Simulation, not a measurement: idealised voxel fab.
Documented hereafter: the process module known as voxel lift off.
The figure presents cross-section cut, which has a width of 290 nm and is divided into square cells with an edge length of 5 nm.
Square cells in a grid make up a cross-section in this document, and the grid is given as bands, listed from the top down, each one or more rows of cells.
Quick guide to a band line: top height, bottom height (nm) up front; then every material left to right with its width in nm. Only one material and it's marked "everywhere"? Then it fills the band edge to edge. And "air" just means empty space.
Heights are reckoned from 0. Under this level, the received wafer is all of one material. The bottommost band is open-ended downward, for example "0 nm and below".
Quick explanation for "30->40": the width changes in equal steps down the rows of cells, from the first number in the band's top row to the second number in its bottom row.
"everything unchanged" means the step left every cell of the cross-section as it was.
Closed-off voids of 8+ cells (no open route to the top) go in "Enclosed internal cavities", written width x height at distance from the left edge, in nm.
That trailing text on a step's line, after the settings, is the simulator's own remark on the step.
A step line may carry the setting "overlay nm", which, for steps involving a mask, states the distance by which the mask lay to the right of its intended position; negative values denote displacement to the left.
Planned process steps:
1 RECEIVE (material Si)
2 CONFORMAL_DEP (material SiO2; thk nm 5)
3 PATTERN (tone open; mask id LINES; material resist; width nm 25; pitch nm 40; thk nm 25; overlay nm 0)
4 DIRECTIONAL_DEP (material Ru; thk nm 10)
5 STRIP (etch materials resist)
6 CONFORMAL_DEP (material SiCN; thk nm 10)
Shown in cross-section is the wafer as received, that is, as it stands after step 1:
0 nm and below  Si everywhere
Enclosed internal cavities: none
Wafer at module end, in section. Began as above, planned as above, run with one mistake:
25 nm to 15 nm  air 110 nm, SiCN 85 nm, air 95 nm
15 nm to 5 nm  SiCN 120 nm, Ru 25 nm, SiCN 15 nm, Ru 25 nm, SiCN 105 nm
5 nm to 0 nm  SiO2 everywhere
0 nm and below  Si everywhere
Enclosed internal cavities: none
So what did we get wrong on this run? step 3 ran with different settings than intended, the actual operation and settings being PATTERN (tone open; mask id LINES; material resist; width nm 25; pitch nm 40; thk nm 25; overlay nm 10)
